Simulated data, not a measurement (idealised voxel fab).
The process module presented herein is designated voxel gate over fins.
The width of the displayed cross-section, cut, is 215 nm; its cells are square, with a size of 5 nm.
Cross-section, as written here: a square-cell grid given band by band from the top down, where a band holds one or more rows of cells. Top, bottom (nm), then materials left to right with widths (nm); lone material tagged "throughout" fills the whole band edge to edge; "empty" = empty space. A quick word on heights: they are counted from 0, and under that level the wafer as it came to us is one material throughout. The lowest band is different from the rest in having no bottom; it simply continues downward, written as in "from 0 down". Think of "30..40" as a width that walks from the first number to the second as you go down the band, top row to bottom row, taking equal-sized steps from row to row. "no alterations made" means the step left every cell of the cross-section as it was. Closed-off voids of 8+ cells (no open route to the top) go in "Trapped void list", written width x height at distance from the left edge, in nm. Where a step's line continues beyond its settings, the continuation is a remark by the simulator itself on that step. overlay nm: on a step with a mask, how far right of its planned place the mask lay; negative means left.
PROCESS STEPS FORESEEN IN THE PLAN
step 1: RECEIVE [material Si]
step 2: CONFORMAL_DEP [material SiN] [thk nm 10]
step 3: DIRECTIONAL_DEP [material aC] [thk nm 10]
step 4: PATTERN [tone cover] [mask id FINS] [material resist] [width nm 15] [pitch nm 40] [thk nm 30] [overlay nm 0]
step 5: DIRECTIONAL_ETCH [etch materials aC] [depth nm 10]
step 6: STRIP [etch materials resist]
step 7: DIRECTIONAL_ETCH [etch materials SiN] [depth nm 10]
step 8: DIRECTIONAL_ETCH [etch materials Si] [depth nm 30]
step 9: STRIP [etch materials aC]
step 10: OXIDIZE [depth nm 5]
step 11: FILL_DEP [material SiO2] [thk nm 5]
step 12: CMP [height nm 10]
step 13: SELECTIVE_ETCH [etch materials SiO2] [depth nm 20]
step 14: STRIP [etch materials SiN]
step 15: CONFORMAL_DEP [material HfO2] [thk nm 5]
step 16: CONFORMAL_DEP [material TiN] [thk nm 5]
step 17: FILL_DEP [material W] [thk nm 10]
step 18: CMP [height nm 5]
step 19: CONFORMAL_DEP [material SiCN] [thk nm 5]
For this document, wafers share an identical start and vary in the step 18 height nm; the plan quotes the first wafer's value.
AS-RECEIVED STATE AFTER STEP 1, FIRST OF SEVERAL WAFERS, CROSS-SECTION
- from 0 down: Si throughout
- Trapped void list: none
CROSS-SECTION OF THE FIRST OF SEVERAL WAFERS, TAKEN AFTER STEP 19, WHERE THE MODULE ENDS
- from 10 to 5: SiCN throughout
- from 5 to 0: 55 nm W; 5 nm TiN; 15 nm HfO2; 5 nm TiN; 15 nm W; 5 nm TiN; 15 nm HfO2; 5 nm TiN; 15 nm W; 5 nm TiN; 15 nm HfO2; 5 nm TiN; 55 nm W
- from 0 to -5: 60 nm TiN; 5 nm HfO2; 5 nm Si; 5 nm HfO2; 25 nm TiN; 5 nm HfO2; 5 nm Si; 5 nm HfO2; 25 nm TiN; 5 nm HfO2; 5 nm Si; 5 nm HfO2; 60 nm TiN
- from -5 to -10: 65 nm HfO2; 5 nm Si; 35 nm HfO2; 5 nm Si; 35 nm HfO2; 5 nm Si; 65 nm HfO2
- from -10 to -35: 65 nm SiO2; 5 nm Si; 35 nm SiO2; 5 nm Si; 35 nm SiO2; 5 nm Si; 65 nm SiO2
- from -35 down: Si throughout
- Trapped void list: none
CROSS-SECTIONAL VIEW, END OF MODULE, LAST WAFER OF SEVERAL
- from 25 to 20: SiCN throughout
- from 20 to 10: W throughout
- from 10 to 5: 55 nm W; 25 nm TiN; 15 nm W; 25 nm TiN; 15 nm W; 25 nm TiN; 55 nm W
- from 5 to 0: 55 nm W; 5 nm TiN; 15 nm HfO2; 5 nm TiN; 15 nm W; 5 nm TiN; 15 nm HfO2; 5 nm TiN; 15 nm W; 5 nm TiN; 15 nm HfO2; 5 nm TiN; 55 nm W
- from 0 to -5: 60 nm TiN; 5 nm HfO2; 5 nm Si; 5 nm HfO2; 25 nm TiN; 5 nm HfO2; 5 nm Si; 5 nm HfO2; 25 nm TiN; 5 nm HfO2; 5 nm Si; 5 nm HfO2; 60 nm TiN
- from -5 to -10: 65 nm HfO2; 5 nm Si; 35 nm HfO2; 5 nm Si; 35 nm HfO2; 5 nm Si; 65 nm HfO2
- from -10 to -35: 65 nm SiO2; 5 nm Si; 35 nm SiO2; 5 nm Si; 35 nm SiO2; 5 nm Si; 65 nm SiO2
- from -35 down: Si throughout
- Trapped void list: none
WAFER ROWS, END OF MODULE: CELLS PER MATERIAL GAINED (+) OR LOST (-) SINCE RECEIPT; CLOSED VOIDS LAST
height nm 5; +55 HfO2; -280 Si; +43 SiCN; +200 SiO2; +40 TiN; +28 W; Trapped void list: none
height nm 10; +55 HfO2; -280 Si; +43 SiCN; +200 SiO2; +55 TiN; +56 W; Trapped void list: none
height nm 15; +55 HfO2; -280 Si; +43 SiCN; +200 SiO2; +55 TiN; +99 W; Trapped void list: none
height nm 20; +55 HfO2; -280 Si; +43 SiCN; +200 SiO2; +55 TiN; +142 W; Trapped void list: none
